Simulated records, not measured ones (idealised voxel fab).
voxel fin reveal: a process module
For reference, the cross-section in this document is cut, with width 235 nm and square cells of 5 nm.
Cross-section spec: square-cell grid; bands listed top down; each band is one or more rows. Each band's line starts with the height of the band's top and of its bottom, in nm. Then come its materials from left to right, each with its width in nm. One material with "full width" fills the band from edge to edge. "blank" is empty space. It should be noted that heights are counted from 0, beneath which the wafer as supplied is of one material throughout, and that the lowest band possesses no lower boundary but continues downward, as written in "0..down". Width: "30->40" (first number = top row, second number = bottom row, same change from row to row of cells). Where a step carries "nothing different", the cross-section came out of it unchanged, cell for cell. Voids not open to the top, 8 cells minimum: see "Enclosed voids". Written width x height at distance; distance is from the left edge; nm. The remark found on a step's line after its settings is issued by the simulator itself and pertains to that step. overlay nm: for a step with a mask, the amount by which the mask lay right of where it was planned; a negative amount means left of it.
## Below is the list of planned process steps
| 1 | RECEIVE with material Si |
| 2 | CONFORMAL_DEP with material SiN, thk nm 5 |
| 3 | PATTERN with tone cover, mask id FINS, material resist, width nm 15, pitch nm 40, thk nm 20, overlay nm 0 |
| 4 | DIRECTIONAL_ETCH with etch materials SiN, depth nm 5 |
| 5 | DIRECTIONAL_ETCH with etch materials Si, depth nm 40 |
| 6 | STRIP with etch materials resist |
| 7 | FILL_DEP with material SiO2, thk nm 10 |
| 8 | CMP with height nm 5 |
| 9 | SELECTIVE_ETCH with etch materials SiO2, depth nm 30 |
| 10 | STRIP with etch materials SiN |
| 11 | CONFORMAL_DEP with material SiO2, thk nm 5 |
## Cross-section, incoming material, after step 1
    0..down | Si full width
    Enclosed voids: none
## Cross-section taken at module completion on the first of two wafers; processed per the plan
    5..0 | blank=45; SiO2=25; blank=15; SiO2=25; blank=15; SiO2=25; blank=15; SiO2=25; blank=45
    0..-20 | blank=45; SiO2=5; Si=15; SiO2=5; blank=15; SiO2=5; Si=15; SiO2=5; blank=15; SiO2=5; Si=15; SiO2=5; blank=15; SiO2=5; Si=15; SiO2=5; blank=45
    -20..-40 | SiO2=50; Si=15; SiO2=25; Si=15; SiO2=25; Si=15; SiO2=25; Si=15; SiO2=50
    -40..down | Si full width
    Enclosed voids: none
## Cross-sectional view: second of two wafers, end of module; start and plan identical to the first, one mistake in running
    10..5 | blank=45; SiO2=25; blank=15; SiO2=25; blank=15; SiO2=25; blank=15; SiO2=25; blank=45
    5..0 | blank=45; SiO2=5; SiN=15; SiO2=5; blank=15; SiO2=5; SiN=15; SiO2=5; blank=15; SiO2=5; SiN=15; SiO2=5; blank=15; SiO2=5; SiN=15; SiO2=5; blank=45
    0..-35 | blank=45; SiO2=5; Si=15; SiO2=5; blank=15; SiO2=5; Si=15; SiO2=5; blank=15; SiO2=5; Si=15; SiO2=5; blank=15; SiO2=5; Si=15; SiO2=5; blank=45
    -35..-40 | SiO2=50; Si=15; SiO2=25; Si=15; SiO2=25; Si=15; SiO2=25; Si=15; SiO2=50
    -40..down | Si full width
    Enclosed voids: none
Processing error: rather than as planned, step 10 actually ran as STRIP with etch materials SiO2
Once processing is complete, comparing cell counts shows that the second wafer has more or fewer of certain materials than the first: SiN: 12 more | SiO2: 73 fewer
